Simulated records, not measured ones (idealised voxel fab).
Herein follows the process module entitled voxel fin reveal.
The cross-section shown here is cut; it is 295 nm wide and divided into square cells measuring 5 nm on a side.
Notation: cross-section as square-cell grid; stated in bands, top first, going down; one or more cell rows per band.
Band: top height; bottom height; in nm. Then, left to right: material with width in nm, for each material. "edge to edge": a single material spanning edge to edge. "empty": empty space.
Basically, 0 is our baseline, since under it the wafer straight out of the box is all one material. The bottom band has no lower end and keeps on going down, so it looks like "z 0 and below".
The notation "30..40" denotes a width that varies across the rows of cells in the band, beginning at the first number in the top row, finishing at the second number in the bottom row, and changing by an identical amount from each row to the next.
Take "no alteration" at face value: in the step it is given for, the cross-section changed in none of its cells.
Basically, "Enclosed internal cavities" tells you about the enclosed voids: empty spaces with no open way to the top, 8 cells or bigger, each written width x height at distance, where distance is from the left edge, all in nm.
after a step's settings: what the simulator itself notes on the step
overlay nm: on a step with a mask, how far right of its planned place the mask lay; negative means left.

PLANNED PROCESS STEPS
1 RECEIVE with material Si
2 CONFORMAL_DEP with material SiN, thk nm 5
3 MASKED_ETCH with tone cover, mask id FINS, width nm 15, pitch nm 45, etch materials SiN, depth nm 5, overlay nm 0
4 MASKED_ETCH with tone cover, mask id FINS, width nm 15, pitch nm 45, etch materials Si, depth nm 30, overlay nm 0
5 OXIDIZE with depth nm 5
6 FILL_DEP with material SiO2, thk nm 5
7 CMP with height nm 5
8 SELECTIVE_ETCH with etch materials SiO2, depth nm 25
9 STRIP with etch materials SiN

CROSS-SECTIONAL VIEW OF THE WAFER IN ITS AS-RECEIVED CONDITION, CORRESPONDING TO THE STATE AFTER STEP 1
  z 0 and below  Si edge to edge
  Enclosed internal cavities: none

CROSS-SECTION: FIRST OF TWO WAFERS, MODULE FINISHED, RUN ACCORDING TO PLAN
  z 0 to -20  empty: 100 | Si: 5 | empty: 40 | Si: 5 | empty: 40 | Si: 5 | empty: 100
  z -20 to -35  SiO2: 100 | Si: 5 | SiO2: 40 | Si: 5 | SiO2: 40 | Si: 5 | SiO2: 100
  z -35 and below  Si edge to edge
  Enclosed internal cavities: none

HERE IS THE SECOND OF THE TWO WAFERS CUT OPEN AT THE END OF THE MODULE - SAME START, SAME PLAN AS THE FIRST ONE, BUT WE MADE ONE MISTAKE RUNNING IT
  z 0 to -20  empty: 95 | Si: 15 | empty: 30 | Si: 15 | empty: 30 | Si: 15 | empty: 95
  z -20 to -35  SiO2: 95 | Si: 15 | SiO2: 30 | Si: 15 | SiO2: 30 | Si: 15 | SiO2: 95
  z -35 and below  Si edge to edge
  Enclosed internal cavities: none
So what did we get wrong on this run? note that step 3 departed from the planned setting and was carried out as MASKED_ETCH with tone cover, mask id FINS, width nm 25, pitch nm 45, etch materials SiN, depth nm 5, overlay nm 0
Counted in cells at the end, the second wafer holds more or fewer of these materials than the first: +42 Si | -18 SiO2
